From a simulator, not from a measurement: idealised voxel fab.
The following process module bears the name voxel double patterning.
The cross-section shown here is cut; it is 200 nm wide and divided into square cells measuring 5 nm on a side.
Format of a cross-section: grid, square cells. Given as bands. Order: top down. Band: one or more rows of cells.
Each band's line starts with the height of the band's top and of its bottom, in nm. Then come its materials from left to right, each with its width in nm. One material with "edge to edge" fills the band from edge to edge. "air" is empty space.
Heights are reckoned from 0. Under this level, the received wafer is all of one material. The bottommost band is open-ended downward, for example "0 nm and below".
Width "30..40": first value at the band's top row of cells, second value at its bottom row, equal change from row to row.
Step note "no modification" = no cross-section cell changed.
Enclosed voids (no open way to top), threshold 8 cells or more, entry "Voids, fully enclosed", notation width x height at distance, distance from left edge, nm.
On a step's line, text after the settings is the simulator commenting on that step.
overlay nm: mask right of planned place by this much (step with mask). Neg. = left.
## These are the steps we planned for the process
step 1: RECEIVE,material Si
step 2: CONFORMAL_DEP,material SiO2,thk nm 5
step 3: DIRECTIONAL_DEP,material TiN,thk nm 15
step 4: DIRECTIONAL_DEP,material SiCN,thk nm 10
step 5: DIRECTIONAL_DEP,material aC,thk nm 15
step 6: PATTERN,tone open,mask id FIRST,material resist,width nm 15,pitch nm 50,thk nm 35,overlay nm 0
step 7: DIRECTIONAL_ETCH,etch materials aC,depth nm 15
step 8: STRIP,etch materials resist
step 9: DIRECTIONAL_ETCH,etch materials SiCN,depth nm 10
step 10: STRIP,etch materials aC
step 11: PATTERN,tone open,mask id SECOND,material resist,width nm 15,pitch nm 50,thk nm 20,overlay nm 0
step 12: DIRECTIONAL_ETCH,etch materials SiCN,depth nm 10
step 13: STRIP,etch materials resist
step 14: DIRECTIONAL_ETCH,etch materials TiN,depth nm 15
step 15: STRIP,etch materials SiCN
The plan's step 2 thk nm is the first wafer's value; the wafers differ in this setting and start identical.
## Cross-section of the first of several wafers as received (after step 1)
> 0 nm and below | Si edge to edge
> Voids, fully enclosed: none
## First of several wafers: cross-section at the end of the module, after step 15, its last step
> 20 nm to 5 nm | TiN 40, air 15, TiN 10, air 15, TiN 10, air 15, TiN 10, air 15, TiN 10, air 15, TiN 45
> 5 nm to 0 nm | SiO2 edge to edge
> 0 nm and below | Si edge to edge
> Voids, fully enclosed: none
## Wafer cross-section (last wafer, module end)
> 40 nm to 25 nm | TiN 40, air 15, TiN 10, air 15, TiN 10, air 15, TiN 10, air 15, TiN 10, air 15, TiN 45
> 25 nm to 0 nm | SiO2 edge to edge
> 0 nm and below | Si edge to edge
> Voids, fully enclosed: none
## Per wafer (row), end of module: delta in cells per material since receipt, (+) for gained, (-) for lost; closed voids after that
thk nm 5, +40 SiO2, +75 TiN, Voids, fully enclosed: none
thk nm 10, +80 SiO2, +75 TiN, Voids, fully enclosed: none
thk nm 15, +120 SiO2, +75 TiN, Voids, fully enclosed: none
thk nm 20, +160 SiO2, +75 TiN, Voids, fully enclosed: none
thk nm 25, +200 SiO2, +75 TiN, Voids, fully enclosed: none
